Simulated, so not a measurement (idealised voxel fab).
The following is a process module called voxel wiring stack.
Shown is cross-section cut, with a width of 140 nm and square cells of size 5 nm.
Cross-section layout: square cells on a grid; listed as bands, top to bottom; a band spans one or more cell rows. This entry defines a band. It first specifies the height of the band's top and the height of its bottom in nm, and then specifies the band's materials from left to right, stating each material with its width in nm. The word "edge to edge" identifies a single material that fills the band from edge to edge, while the word "air" identifies empty space. Height is counted from the level 0, under which the received wafer is composed throughout of one material. The lowest of the bands is not closed at the bottom but continues downward, in the notation "0 and below". With a width like "30..40", each row of cells in the band differs from the next by the same amount, the top row carrying the first number and the bottom row the second. When a step is marked "left unchanged", none of the cells in the cross-section changed during that step. Look at "Enclosed empty spaces" for the closed voids: empty spaces with no open path to the top, sized 8 cells or up. Each is width x height at distance, distance from the left edge, all nm. Heads up: the bit after the settings on a step's line is the simulator's remark on that step. The setting "overlay nm" may be written on the line of a step. When the step uses a mask, the value reports how far to the right of the planned place the mask lay, and a negative value reports that it lay to the left.

-- These are the steps we planned for the process
1: RECEIVE,material Si
2: CONFORMAL_DEP,material SiO2,thk nm 15
3: DIRECTIONAL_DEP,material TiN,thk nm 5
4: DIRECTIONAL_DEP,material Ru,thk nm 25
5: MASKED_ETCH,tone cover,mask id METAL_1,width nm 25,pitch nm 40,etch materials Ru,depth nm 25,overlay nm 0
6: MASKED_ETCH,tone cover,mask id METAL_1,width nm 25,pitch nm 40,etch materials TiN,depth nm 5,overlay nm 0
7: FILL_DEP,material lowk,thk nm 5
8: CMP,height nm 45
9: CONFORMAL_DEP,material SiCN,thk nm 5
10: DIRECTIONAL_DEP,material lowk,thk nm 20
11: MASKED_ETCH,tone open,mask id PLUG_1,width nm 15,pitch nm 80,etch materials lowk,depth nm 20,overlay nm 0
12: MASKED_ETCH,tone open,mask id PLUG_1,width nm 15,pitch nm 80,etch materials SiCN,depth nm 5,overlay nm 0
13: EPI,material Ru,thk nm 10
14: EPI,material Ru,thk nm 10
15: EPI,material Ru,thk nm 5
16: CONFORMAL_DEP,material SiCN,thk nm 5
17: DIRECTIONAL_DEP,material SiO2,thk nm 25
18: MASKED_ETCH,tone open,mask id METAL_2,width nm 25,pitch nm 40,etch materials SiO2,depth nm 25,overlay nm 0
19: MASKED_ETCH,tone open,mask id METAL_2,width nm 25,pitch nm 40,etch materials SiCN,depth nm 5,overlay nm 0
20: CONFORMAL_DEP,material TiN,thk nm 5
21: FILL_DEP,material Cu,thk nm 5
22: CMP,height nm 100
23: EPI,material Ru,thk nm 5
24: FILL_DEP,material SiCN,thk nm 5

-- Below: the first of two wafers, run as planned

-- Wafer as received: cross-section following step 1
    0 and below | Si edge to edge
    Enclosed empty spaces: none

-- Upon completion of step 2, the wafer appears in cross-section as shown
    15 down to 0 | SiO2 edge to edge
    Rest of section, below 0: as before.

-- Upon completion of step 3, the wafer appears in cross-section as shown
    20 down to 15 | TiN edge to edge
    Rest of section, below 15: as before.

-- Upon completion of step 4, the wafer appears in cross-section as shown
    45 down to 20 | Ru edge to edge
    Rest of section, below 20: as before.

-- Upon completion of step 5, the wafer appears in cross-section as shown
    45 down to 20 | 15 air  25 Ru  15 air  25 Ru  15 air  25 Ru  20 air
    Rest of section, below 20: as before.

-- Upon completion of step 6, the wafer appears in cross-section as shown
    45 down to 20 | 15 air  25 Ru  15 air  25 Ru  15 air  25 Ru  20 air
    20 down to 15 | 15 air  25 TiN  15 air  25 TiN  15 air  25 TiN  20 air
    Rest of section, below 15: as before.

-- Upon completion of step 7, the wafer appears in cross-section as shown
    50 down to 45 | lowk edge to edge
    45 down to 20 | 15 lowk  25 Ru  15 lowk  25 Ru  15 lowk  25 Ru  20 lowk
    20 down to 15 | 15 lowk  25 TiN  15 lowk  25 TiN  15 lowk  25 TiN  20 lowk
    Rest of section, below 15: as before.

-- Upon completion of step 8, the wafer appears in cross-section as shown
    45 down to 20 | 15 lowk  25 Ru  15 lowk  25 Ru  15 lowk  25 Ru  20 lowk
    Rest of section, below 20: as before.

-- Upon completion of step 9, the wafer appears in cross-section as shown
    50 down to 45 | SiCN edge to edge
    Rest of section, below 45: as before.

-- Upon completion of step 10, the wafer appears in cross-section as shown
    70 down to 50 | lowk edge to edge
    Rest of section, below 50: as before.

-- Upon completion of step 11, the wafer appears in cross-section as shown
    70 down to 50 | 15 lowk  15 air  65 lowk  15 air  30 lowk
    Rest of section, below 50: as before.

-- Upon completion of step 12, the wafer appears in cross-section as shown
    70 down to 50 | 15 lowk  15 air  65 lowk  15 air  30 lowk
    50 down to 45 | 15 SiCN  15 air  65 SiCN  15 air  30 SiCN
    Rest of section, below 45: as before.

-- Upon completion of step 13, the wafer appears in cross-section as shown
    70 down to 55 | 15 lowk  15 air  65 lowk  15 air  30 lowk
    55 down to 50 | 15 lowk  15 Ru  65 lowk  15 Ru  30 lowk
    50 down to 45 | 15 SiCN  15 Ru  65 SiCN  15 Ru  30 SiCN
    Rest of section, below 45: as before.

-- Upon completion of step 14, the wafer appears in cross-section as shown
    70 down to 65 | 15 lowk  15 air  65 lowk  15 air  30 lowk
    65 down to 50 | 15 lowk  15 Ru  65 lowk  15 Ru  30 lowk
    Rest of section, below 50: as before.

-- Upon completion of step 15, the wafer appears in cross-section as shown
    70 down to 50 | 15 lowk  15 Ru  65 lowk  15 Ru  30 lowk
    Rest of section, below 50: as before.

-- Upon completion of step 16, the wafer appears in cross-section as shown
    75 down to 70 | SiCN edge to edge
    Rest of section, below 70: as before.

-- Upon completion of step 17, the wafer appears in cross-section as shown
    100 down to 75 | SiO2 edge to edge
    Rest of section, below 75: as before.

-- Upon completion of step 18, the wafer appears in cross-section as shown
    100 down to 75 | 15 SiO2  25 air  15 SiO2  25 air  15 SiO2  25 air  20 SiO2
    Rest of section, below 75: as before.

-- Upon completion of step 19, the wafer appears in cross-section as shown
    100 down to 75 | 15 SiO2  25 air  15 SiO2  25 air  15 SiO2  25 air  20 SiO2
    75 down to 70 | 15 SiCN  25 air  15 SiCN  25 air  15 SiCN  25 air  20 SiCN
    Rest of section, below 70: as before.

-- Upon completion of step 20, the wafer appears in cross-section as shown
    105 down to 100 | 20 TiN  15 air  25 TiN  15 air  25 TiN  15 air  25 TiN
    100 down to 75 | 15 SiO2  5 TiN  15 air  5 TiN  15 SiO2  5 TiN  15 air  5 TiN  15 SiO2  5 TiN  15 air  5 TiN  20 SiO2
    75 down to 70 | 15 SiCN  25 TiN  15 SiCN  25 TiN  15 SiCN  25 TiN  20 SiCN
    Rest of section, below 70: as before.

-- Upon completion of step 21, the wafer appears in cross-section as shown
    110 down to 105 | Cu edge to edge
    105 down to 100 | 20 TiN  15 Cu  25 TiN  15 Cu  25 TiN  15 Cu  25 TiN
    100 down to 75 | 15 SiO2  5 TiN  15 Cu  5 TiN  15 SiO2  5 TiN  15 Cu  5 TiN  15 SiO2  5 TiN  15 Cu  5 TiN  20 SiO2
    Rest of section, below 75: as before.

-- Upon completion of step 22, the wafer appears in cross-section as shown
    100 down to 75 | 15 SiO2  5 TiN  15 Cu  5 TiN  15 SiO2  5 TiN  15 Cu  5 TiN  15 SiO2  5 TiN  15 Cu  5 TiN  20 SiO2
    Rest of section, below 75: as before.

-- Upon completion of step 23, the wafer appears in cross-section as shown
    105 down to 100 | 10 air  35 Ru  5 air  35 Ru  5 air  35 Ru  15 air
    Rest of section, below 100: as before.

-- Upon completion of step 24, the wafer appears in cross-section as shown
    110 down to 105 | SiCN edge to edge
    105 down to 100 | 10 SiCN  35 Ru  5 SiCN  35 Ru  5 SiCN  35 Ru  15 SiCN
    Rest of section, below 100: as before.

-- Wafer two. Identical start, identical plan. One mistake in execution. Identical history through step 15

-- Cross-section of the second wafer at the time step 16 of the plan should have ended
    85 down to 70 | SiCN edge to edge
    Rest of section, below 70: as before.

-- Cross-section of the second wafer at the time step 17 of the plan should have ended
    110 down to 85 | SiO2 edge to edge
    Rest of section, below 85: as before.

-- Cross-section of the second wafer at the time step 18 of the plan should have ended
    110 down to 85 | 15 SiO2  25 air  15 SiO2  25 air  15 SiO2  25 air  20 SiO2
    Rest of section, below 85: as before.

-- Cross-section of the second wafer at the time step 19 of the plan should have ended
    110 down to 85 | 15 SiO2  25 air  15 SiO2  25 air  15 SiO2  25 air  20 SiO2
    85 down to 80 | 15 SiCN  25 air  15 SiCN  25 air  15 SiCN  25 air  20 SiCN
    Rest of section, below 80: as before.

-- Cross-section of the second wafer at the time step 20 of the plan should have ended
    115 down to 110 | 20 TiN  15 air  25 TiN  15 air  25 TiN  15 air  25 TiN
    110 down to 85 | 15 SiO2  5 TiN  15 air  5 TiN  15 SiO2  5 TiN  15 air  5 TiN  15 SiO2  5 TiN  15 air  5 TiN  20 SiO2
    85 down to 80 | 15 SiCN  25 TiN  15 SiCN  25 TiN  15 SiCN  25 TiN  20 SiCN
    Rest of section, below 80: as before.

-- Cross-section of the second wafer at the time step 21 of the plan should have ended
    120 down to 115 | Cu edge to edge
    115 down to 110 | 20 TiN  15 Cu  25 TiN  15 Cu  25 TiN  15 Cu  25 TiN
    110 down to 85 | 15 SiO2  5 TiN  15 Cu  5 TiN  15 SiO2  5 TiN  15 Cu  5 TiN  15 SiO2  5 TiN  15 Cu  5 TiN  20 SiO2
    Rest of section, below 85: as before.

-- Cross-section of the second wafer at the time step 22 of the plan should have ended
    100 down to 85 | 15 SiO2  5 TiN  15 Cu  5 TiN  15 SiO2  5 TiN  15 Cu  5 TiN  15 SiO2  5 TiN  15 Cu  5 TiN  20 SiO2
    Rest of section, below 85: as before.

-- Cross-section of the second wafer at the time step 23 of the plan should have ended
    105 down to 100 | 10 air  35 Ru  5 air  35 Ru  5 air  35 Ru  15 air
    Rest of section, below 100: as before.

-- Cross-section of the second wafer at the time step 24 of the plan should have ended
    110 down to 105 | SiCN edge to edge
    105 down to 100 | 10 SiCN  35 Ru  5 SiCN  35 Ru  5 SiCN  35 Ru  15 SiCN
    Rest of section, below 100: as before.
what went wrong: step 16 was not run as planned; what actually ran was CONFORMAL_DEP,material SiCN,thk nm 15
Per the end-of-run cell counts, the second wafer holds more or fewer of some materials than the first: Cu: 18 fewer; SiCN: 56 more; SiO2: 26 fewer; TiN: 12 fewer
